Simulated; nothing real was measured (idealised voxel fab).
process module | voxel self aligned contacts
cross-section cut | 185 nm wide | cells 5 nm
A cross-section is a grid of square cells, given in bands from the top down. A band is one or more rows of cells.
Each band's line starts with the height of the band's top and of its bottom, in nm. Then come its materials from left to right, each with its width in nm. One material with "throughout" fills the band from edge to edge. "air" is empty space.
Height 0 is the level under which the wafer as received is all one material. The lowest band goes on downwards, as in "0 down".
A width such as "30 to 40" changes by the same amount from each row of cells to the next, from the band's top row to its bottom row.
"no change" after a step means that no cell of the cross-section changed.
closed voids: empty space of 8 cells or more with no open way to the top, each as width x height at its distance from the left edge, in nm
after a step's settings: what the simulator itself notes on the step
overlay nm, on a step with a mask: how far to the right of its planned place the mask lay; to the left if negative
plan
1 op RECEIVE | material Si
2 op CONFORMAL_DEP | material SiO2 | thk nm 5
3 op DIRECTIONAL_DEP | material polySi | thk nm 20
4 op DIRECTIONAL_DEP | material SiN | thk nm 20
5 op PATTERN | tone cover | mask id GATE | material resist | width nm 25 | pitch nm 60 | thk nm 15 | overlay nm 0
6 op DIRECTIONAL_ETCH | etch materials SiN | depth nm 20
7 op DIRECTIONAL_ETCH | etch materials polySi | depth nm 20
8 op STRIP | etch materials resist
9 op CONFORMAL_DEP | material SiN | thk nm 5
10 op DIRECTIONAL_ETCH | etch materials SiN | depth nm 5
11 op FILL_DEP | material SiO2 | thk nm 15
12 op CMP | height nm 50
13 op PATTERN | tone open | mask id CONTACT | material resist | width nm 45 | thk nm 15 | overlay nm 0
14 op DIRECTIONAL_ETCH | etch materials SiO2 | depth nm 50
15 op STRIP | etch materials resist
16 op CONFORMAL_DEP | material TiN | thk nm 5
17 op FILL_DEP | material Ru | thk nm 5
18 op CMP | height nm 50
19 op CONFORMAL_DEP | material SiN | thk nm 5
as received, after step 1
  0 down: Si throughout
  closed voids: none
a wafer at the end: this start, this plan, one mistake
  55 to 50: SiN throughout
  50 to 40: SiO2 70 | TiN 5 to 10 | Ru 35 to 25 | TiN 5 to 10 | SiO2 70
  40 to 25: SiO2 50 | SiN 25 | TiN 5 | Ru 25 | TiN 5 | SiN 25 | SiO2 50
  25 to 5: SiO2 50 | polySi 25 | TiN 5 | Ru 25 | TiN 5 | polySi 25 | SiO2 50
  5 to 0: SiO2 75 | TiN 35 | SiO2 75
  0 down: Si throughout
  closed voids: none
what went wrong: step 9 was left out
